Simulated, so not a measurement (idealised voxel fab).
process module | voxel gate over fins
cross-section cut | 250 nm wide | cells 5 nm
A cross-section is a grid of square cells, given in bands from the top down. A band is one or more rows of cells.
Each band's line starts with the height of the band's top and of its bottom, in nm. Then come its materials from left to right, each with its width in nm. One material with "throughout" fills the band from edge to edge. "air" is empty space.
Height 0 is the level under which the wafer as received is all one material. The lowest band goes on downwards, as in "0 down".
A width such as "30 to 40" changes by the same amount from each row of cells to the next, from the band's top row to its bottom row.
"no change" after a step means that no cell of the cross-section changed.
closed voids: empty space of 8 cells or more with no open way to the top, each as width x height at its distance from the left edge, in nm
after a step's settings: what the simulator itself notes on the step
overlay nm, on a step with a mask: how far to the right of its planned place the mask lay; to the left if negative
plan
1 op RECEIVE | material Si
2 op CONFORMAL_DEP | material SiN | thk nm 10
3 op PATTERN | tone cover | mask id FINS | material resist | width nm 15 | pitch nm 35 | thk nm 20 | overlay nm 0
4 op DIRECTIONAL_ETCH | etch materials SiN | depth nm 10
5 op DIRECTIONAL_ETCH | etch materials Si | depth nm 35
6 op STRIP | etch materials resist
7 op FILL_DEP | material SiO2 | thk nm 10
8 op CMP | height nm 10
9 op SELECTIVE_ETCH | etch materials SiO2 | depth nm 25
10 op STRIP | etch materials SiN
11 op CONFORMAL_DEP | material HfO2 | thk nm 5
12 op CONFORMAL_DEP | material TiN | thk nm 5
13 op CONFORMAL_DEP | material TiAl | thk nm 5
14 op CONFORMAL_DEP | material TiN | thk nm 5
15 op FILL_DEP | material W | thk nm 10
16 op CMP | height nm 25
17 op CONFORMAL_DEP | material SiN | thk nm 5
first wafer, as planned
as received, after step 1
  0 down: Si throughout
  closed voids: none
after step 2
  10 to 0: SiN throughout
  below 0: unchanged
after step 3
  30 to 10: air 100 | resist 15 | air 20 | resist 15 | air 100
  below 10: unchanged
after step 4
  30 to 10: air 100 | resist 15 | air 20 | resist 15 | air 100
  10 to 0: air 100 | SiN 15 | air 20 | SiN 15 | air 100
  below 0: unchanged
after step 5
  30 to 10: air 100 | resist 15 | air 20 | resist 15 | air 100
  10 to 0: air 100 | SiN 15 | air 20 | SiN 15 | air 100
  0 to -35: air 100 | Si 15 | air 20 | Si 15 | air 100
  below -35: unchanged
after step 6
  10 to 0: air 100 | SiN 15 | air 20 | SiN 15 | air 100
  below 0: unchanged
after step 7
  20 to 10: SiO2 throughout
  10 to 0: SiO2 100 | SiN 15 | SiO2 20 | SiN 15 | SiO2 100
  0 to -35: SiO2 100 | Si 15 | SiO2 20 | Si 15 | SiO2 100
  below -35: unchanged
after step 8
  10 to 0: SiO2 100 | SiN 15 | SiO2 20 | SiN 15 | SiO2 100
  below 0: unchanged
after step 9
  10 to 0: air 100 | SiN 15 | air 20 | SiN 15 | air 100
  0 to -15: air 100 | Si 15 | air 20 | Si 15 | air 100
  below -15: unchanged
after step 10
  0 to -15: air 100 | Si 15 | air 20 | Si 15 | air 100
  below -15: unchanged
after step 11
  5 to 0: air 95 | HfO2 25 | air 10 | HfO2 25 | air 95
  0 to -10: air 95 | HfO2 5 | Si 15 | HfO2 5 | air 10 | HfO2 5 | Si 15 | HfO2 5 | air 95
  -10 to -15: HfO2 100 | Si 15 | HfO2 20 | Si 15 | HfO2 100
  below -15: unchanged
after step 12
  10 to 5: air 90 | TiN 70 | air 90
  5 to 0: air 90 | TiN 5 | HfO2 25 | TiN 10 | HfO2 25 | TiN 5 | air 90
  0 to -5: air 90 | TiN 5 | HfO2 5 | Si 15 | HfO2 5 | TiN 10 | HfO2 5 | Si 15 | HfO2 5 | TiN 5 | air 90
  -5 to -10: TiN 95 | HfO2 5 | Si 15 | HfO2 5 | TiN 10 | HfO2 5 | Si 15 | HfO2 5 | TiN 95
  below -10: unchanged
after step 13
  15 to 10: air 85 | TiAl 80 | air 85
  10 to 5: air 85 | TiAl 5 | TiN 70 | TiAl 5 | air 85
  5 to 0: air 85 | TiAl 5 | TiN 5 | HfO2 25 | TiN 10 | HfO2 25 | TiN 5 | TiAl 5 | air 85
  0 to -5: TiAl 90 | TiN 5 | HfO2 5 | Si 15 | HfO2 5 | TiN 10 | HfO2 5 | Si 15 | HfO2 5 | TiN 5 | TiAl 90
  below -5: unchanged
after step 14
  20 to 15: air 80 | TiN 90 | air 80
  15 to 10: air 80 | TiN 5 | TiAl 80 | TiN 5 | air 80
  10 to 5: air 80 | TiN 5 | TiAl 5 | TiN 70 | TiAl 5 | TiN 5 | air 80
  5 to 0: TiN 85 | TiAl 5 | TiN 5 | HfO2 25 | TiN 10 | HfO2 25 | TiN 5 | TiAl 5 | TiN 85
  below 0: unchanged
after step 15
  30 to 20: W throughout
  20 to 15: W 80 | TiN 90 | W 80
  15 to 10: W 80 | TiN 5 | TiAl 80 | TiN 5 | W 80
  10 to 5: W 80 | TiN 5 | TiAl 5 | TiN 70 | TiAl 5 | TiN 5 | W 80
  below 5: unchanged
after step 16
  25 to 20: W throughout
  below 20: unchanged
after step 17
  30 to 25: SiN throughout
  below 25: unchanged
second wafer: like start, like plan, one mistake. Through step 10 it matches the first wafer
when step 11 should have ended
  5 to 0: air 95 | TiN 25 | air 10 | TiN 25 | air 95
  0 to -10: air 95 | TiN 5 | Si 15 | TiN 5 | air 10 | TiN 5 | Si 15 | TiN 5 | air 95
  -10 to -15: TiN 100 | Si 15 | TiN 20 | Si 15 | TiN 100
  below -15: unchanged
when step 12 should have ended
  10 to 5: air 90 | HfO2 70 | air 90
  5 to 0: air 90 | HfO2 5 | TiN 25 | HfO2 10 | TiN 25 | HfO2 5 | air 90
  0 to -5: air 90 | HfO2 5 | TiN 5 | Si 15 | TiN 5 | HfO2 10 | TiN 5 | Si 15 | TiN 5 | HfO2 5 | air 90
  -5 to -10: HfO2 95 | TiN 5 | Si 15 | TiN 5 | HfO2 10 | TiN 5 | Si 15 | TiN 5 | HfO2 95
  below -10: unchanged
when step 13 should have ended
  15 to 10: air 85 | TiAl 80 | air 85
  10 to 5: air 85 | TiAl 5 | HfO2 70 | TiAl 5 | air 85
  5 to 0: air 85 | TiAl 5 | HfO2 5 | TiN 25 | HfO2 10 | TiN 25 | HfO2 5 | TiAl 5 | air 85
  0 to -5: TiAl 90 | HfO2 5 | TiN 5 | Si 15 | TiN 5 | HfO2 10 | TiN 5 | Si 15 | TiN 5 | HfO2 5 | TiAl 90
  below -5: unchanged
when step 14 should have ended
  20 to 15: air 80 | TiN 90 | air 80
  15 to 10: air 80 | TiN 5 | TiAl 80 | TiN 5 | air 80
  10 to 5: air 80 | TiN 5 | TiAl 5 | HfO2 70 | TiAl 5 | TiN 5 | air 80
  5 to 0: TiN 85 | TiAl 5 | HfO2 5 | TiN 25 | HfO2 10 | TiN 25 | HfO2 5 | TiAl 5 | TiN 85
  below 0: unchanged
when step 15 should have ended
  30 to 20: W throughout
  20 to 15: W 80 | TiN 90 | W 80
  15 to 10: W 80 | TiN 5 | TiAl 80 | TiN 5 | W 80
  10 to 5: W 80 | TiN 5 | TiAl 5 | HfO2 70 | TiAl 5 | TiN 5 | W 80
  below 5: unchanged
when step 16 should have ended
  25 to 20: W throughout
  below 20: unchanged
when step 17 should have ended
  30 to 25: SiN throughout
  below 25: unchanged
what went wrong: steps 11 and 12 were swapped
at the end the second wafer has, in cells: as many of each material as the first, in other places
